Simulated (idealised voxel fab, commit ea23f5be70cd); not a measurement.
process module | voxel quadruple lines
It is cross-section cut that appears here, measuring 260 nm in width, its square cells being 5 nm in size.
Cross-section layout: square cells on a grid; listed as bands, top to bottom; a band spans one or more cell rows.
Heads up on the band format: heights come first, top then bottom, in nm. After that it's the materials left to right, each with its width in nm. A single material flagged "throughout" fills the whole band edge to edge, and "air" means there's empty space there.
Counting heights begins at 0, where everything beneath is, in the wafer as received, one material. The lowest band has no bottom; it goes on downwards, as "0 -> down" shows.
Width "30 to 40": first value at the band's top row of cells, second value at its bottom row, equal change from row to row.
"nothing altered" -> step changed no cross-section cell.
For the entry "Enclosed voids", the listed items are empty spaces with no open way to the top whose size is 8 cells or more; each item follows the pattern width x height at distance, where distance is from the left edge and all three are in nm.
Step line, after settings: the simulator's comment on this step.
A step line may carry the setting "overlay nm", which, for steps involving a mask, states the distance by which the mask lay to the right of its intended position; negative values denote displacement to the left.

# Steps planned for the process
1 RECEIVE,material Si
2 CONFORMAL_DEP,material SiO2,thk nm 5
3 DIRECTIONAL_DEP,material Ru,thk nm 10
4 DIRECTIONAL_DEP,material polySi,thk nm 15
5 DIRECTIONAL_DEP,material aC,thk nm 20
6 PATTERN,tone cover,mask id MANDREL,material resist,width nm 35,thk nm 25,overlay nm 0
7 DIRECTIONAL_ETCH,etch materials aC,depth nm 20
8 STRIP,etch materials resist
9 CONFORMAL_DEP,material SiO2,thk nm 15
10 DIRECTIONAL_ETCH,etch materials SiO2,depth nm 15
11 STRIP,etch materials aC
12 DIRECTIONAL_ETCH,etch materials polySi,depth nm 15
13 STRIP,etch materials SiO2
14 CONFORMAL_DEP,material SiCN,thk nm 10
15 DIRECTIONAL_ETCH,etch materials SiCN,depth nm 10
16 STRIP,etch materials polySi
17 DIRECTIONAL_ETCH,etch materials Ru,depth nm 10
18 STRIP,etch materials SiCN

# First wafer out of two, processed as planned

# Wafer cross-section on receipt, i.e. after step 1
  0 -> down  Si throughout
  Enclosed voids: none

# After step 2, in cross-section
  5 -> 0  SiO2 throughout
  At heights below 0, the structure remains unaltered.

# After step 3, in cross-section
  15 -> 5  Ru throughout
  At heights below 5, the structure remains unaltered.

# After step 4, in cross-section
  30 -> 15  polySi throughout
  At heights below 15, the structure remains unaltered.

# After step 5, in cross-section
  50 -> 30  aC throughout
  At heights below 30, the structure remains unaltered.

# After step 6, in cross-section
  75 -> 50  110 of air / 35 of resist / 115 of air
  At heights below 50, the structure remains unaltered.

# After step 7, in cross-section
  55 -> 50  110 of air / 35 of resist / 115 of air
  50 -> 30  110 of air / 35 of aC / 115 of air
  At heights below 30, the structure remains unaltered.

# After step 8, in cross-section
  50 -> 30  110 of air / 35 of aC / 115 of air
  At heights below 30, the structure remains unaltered.

# After step 9, in cross-section
  65 -> 50  95 of air / 65 of SiO2 / 100 of air
  50 -> 45  95 of air / 15 of SiO2 / 35 of aC / 15 of SiO2 / 100 of air
  45 -> 30  110 of SiO2 / 35 of aC / 115 of SiO2
  At heights below 30, the structure remains unaltered.

# After step 10, in cross-section
  50 -> 30  95 of air / 15 of SiO2 / 35 of aC / 15 of SiO2 / 100 of air
  At heights below 30, the structure remains unaltered.

# After step 11, in cross-section
  50 -> 30  95 of air / 15 of SiO2 / 35 of air / 15 of SiO2 / 100 of air
  At heights below 30, the structure remains unaltered.

# After step 12, in cross-section
  50 -> 30  95 of air / 15 of SiO2 / 35 of air / 15 of SiO2 / 100 of air
  30 -> 15  95 of air / 15 of polySi / 35 of air / 15 of polySi / 100 of air
  At heights below 15, the structure remains unaltered.

# After step 13, in cross-section
  30 -> 15  95 of air / 15 of polySi / 35 of air / 15 of polySi / 100 of air
  At heights below 15, the structure remains unaltered.

# After step 14, in cross-section
  40 -> 30  85 of air / 35 of SiCN / 15 of air / 35 of SiCN / 90 of air
  30 -> 25  85 of air / 10 of SiCN / 15 of polySi / 10 of SiCN / 15 of air / 10 of SiCN / 15 of polySi / 10 of SiCN / 90 of air
  25 -> 15  95 of SiCN / 15 of polySi / 35 of SiCN / 15 of polySi / 100 of SiCN
  At heights below 15, the structure remains unaltered.

# After step 15, in cross-section
  30 -> 15  85 of air / 10 of SiCN / 15 of polySi / 10 of SiCN / 15 of air / 10 of SiCN / 15 of polySi / 10 of SiCN / 90 of air
  At heights below 15, the structure remains unaltered.

# After step 16, in cross-section
  30 -> 15  85 of air / 10 of SiCN / 15 of air / 10 of SiCN / 15 of air / 10 of SiCN / 15 of air / 10 of SiCN / 90 of air
  At heights below 15, the structure remains unaltered.

# After step 17, in cross-section
  30 -> 15  85 of air / 10 of SiCN / 15 of air / 10 of SiCN / 15 of air / 10 of SiCN / 15 of air / 10 of SiCN / 90 of air
  15 -> 5  85 of air / 10 of Ru / 15 of air / 10 of Ru / 15 of air / 10 of Ru / 15 of air / 10 of Ru / 90 of air
  At heights below 5, the structure remains unaltered.

# After step 18, in cross-section
  15 -> 5  85 of air / 10 of Ru / 15 of air / 10 of Ru / 15 of air / 10 of Ru / 15 of air / 10 of Ru / 90 of air
  At heights below 5, the structure remains unaltered.

# Second wafer, same starting state and plan as the first, one mistake in the run, identical through step 11

# Cross-section: second wafer, time at which step 12 was scheduled to end
  50 -> 30  95 of air / 15 of SiO2 / 35 of air / 15 of SiO2 / 100 of air
  30 -> 15  95 of air / 15 of polySi / 35 of air / 15 of polySi / 100 of air
  At heights below 15, the structure remains unaltered.

# Cross-section: second wafer, time at which step 13 was scheduled to end
  30 -> 15  95 of air / 15 of polySi / 35 of air / 15 of polySi / 100 of air
  At heights below 15, the structure remains unaltered.

# Cross-section: second wafer, time at which step 14 was scheduled to end
  40 -> 30  85 of air / 35 of SiCN / 15 of air / 35 of SiCN / 90 of air
  30 -> 25  85 of air / 10 of SiCN / 15 of polySi / 10 of SiCN / 15 of air / 10 of SiCN / 15 of polySi / 10 of SiCN / 90 of air
  25 -> 15  95 of SiCN / 15 of polySi / 35 of SiCN / 15 of polySi / 100 of SiCN
  At heights below 15, the structure remains unaltered.

# Cross-section: second wafer, time at which step 15 was scheduled to end
  30 -> 15  85 of air / 10 of SiCN / 15 of polySi / 10 of SiCN / 15 of air / 10 of SiCN / 15 of polySi / 10 of SiCN / 90 of air
  At heights below 15, the structure remains unaltered.

# Cross-section: second wafer, time at which step 16 was scheduled to end
  30 -> 15  85 of air / 10 of SiCN / 15 of air / 10 of SiCN / 15 of air / 10 of SiCN / 15 of air / 10 of SiCN / 90 of air
  At heights below 15, the structure remains unaltered.

# Cross-section: second wafer, time at which step 17 was scheduled to end
  30 -> 15  85 of air / 10 of SiCN / 15 of air / 10 of SiCN / 15 of air / 10 of SiCN / 15 of air / 10 of SiCN / 90 of air
  15 -> 5  85 of air / 10 of Ru / 15 of air / 10 of Ru / 15 of air / 10 of Ru / 15 of air / 10 of Ru / 90 of air
  At heights below 5, the structure remains unaltered.

# Cross-section: second wafer, time at which step 18 was scheduled to end
  15 -> 5  85 of air / 10 of Ru / 15 of air / 10 of Ru / 15 of air / 10 of Ru / 15 of air / 10 of Ru / 90 of air
  At heights below 5, the structure remains unaltered.
What was done differently from what was planned? the plan had its step 12 run twice
at the end the two cross-sections are the same: no effect in what this model computes
